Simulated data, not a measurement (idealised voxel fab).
Name of the process module below: voxel trench capacitor
Pictured: cross-section cut, 160 nm wide, on a grid of 5 nm square cells.
Cross-section spec: square-cell grid; bands listed top down; each band is one or more rows. In this notation a band is specified by the heights of its top and bottom, in that order and in nm, after which its materials appear from left to right, each paired with its width in nm. The word "edge to edge" attached to a single material means that material fills the band from edge to edge; the word "air" stands for empty space. A quick word on heights: they are counted from 0, and under that level the wafer as it came to us is one material throughout. The lowest band is different from the rest in having no bottom; it simply continues downward, written as in "z 0 and below". So if you see something like "30->40" for the width, read it as the top row of the band sitting at the first number and the bottom row at the second, with every row in between moving by the same amount as the last. A step reported as "no alteration" is a step in which no cell of the cross-section changed. Sealed cavities: empty space of 8 cells or more with no open way to the top, each as width x height at its distance from the left edge, in nm. Step line, after settings: the simulator's comment on this step. "overlay nm" denotes, for a step that has a mask, the displacement of the mask to the right of its planned place, with negative values corresponding to the left.
### These are the steps we planned for the process
| 1 | RECEIVE, material Si |
| 2 | CONFORMAL_DEP, material SiN, thk nm 10 |
| 3 | PATTERN, tone open, mask id TRENCH, material resist, width nm 25, pitch nm 40, thk nm 20, overlay nm 0 |
| 4 | DIRECTIONAL_ETCH, etch materials SiN, depth nm 10 |
| 5 | DIRECTIONAL_ETCH, etch materials Si, depth nm 35 |
| 6 | STRIP, etch materials resist |
| 7 | CONFORMAL_DEP, material Al2O3, thk nm 5 |
| 8 | FILL_DEP, material polySi, thk nm 10 |
| 9 | CMP, height nm 10 |
### Incoming wafer in cross-section (state: after step 1)
	z 0 and below | Si edge to edge
	Sealed cavities: none
### End-of-module cross-section of the first of two wafers, processed as planned
	z 10 to 0 | 45 SiN / 5 Al2O3 / 15 polySi / 5 Al2O3 / 15 SiN / 5 Al2O3 / 15 polySi / 5 Al2O3 / 50 SiN
	z 0 to -30 | 45 Si / 5 Al2O3 / 15 polySi / 5 Al2O3 / 15 Si / 5 Al2O3 / 15 polySi / 5 Al2O3 / 50 Si
	z -30 to -35 | 45 Si / 25 Al2O3 / 15 Si / 25 Al2O3 / 50 Si
	z -35 and below | Si edge to edge
	Sealed cavities: none
### Wafer two cross-section, module end. Start and plan unchanged from wafer one; one mistake made during the run
	z 10 to 0 | 45 SiN / 5 Al2O3 / 15 polySi / 5 Al2O3 / 15 SiN / 5 Al2O3 / 15 polySi / 5 Al2O3 / 50 SiN
	z 0 to -20 | 45 Si / 5 Al2O3 / 15 polySi / 5 Al2O3 / 15 Si / 5 Al2O3 / 15 polySi / 5 Al2O3 / 50 Si
	z -20 to -25 | 45 Si / 25 Al2O3 / 15 Si / 25 Al2O3 / 50 Si
	z -25 and below | Si edge to edge
	Sealed cavities: none
Deviation noted in wafer processing: step 5 ran as: DIRECTIONAL_ETCH, etch materials Si, depth nm 25
Bottom line after processing is that, in cells, the second wafer is up or down on some materials versus the first: Al2O3 -8; Si +20; polySi -12
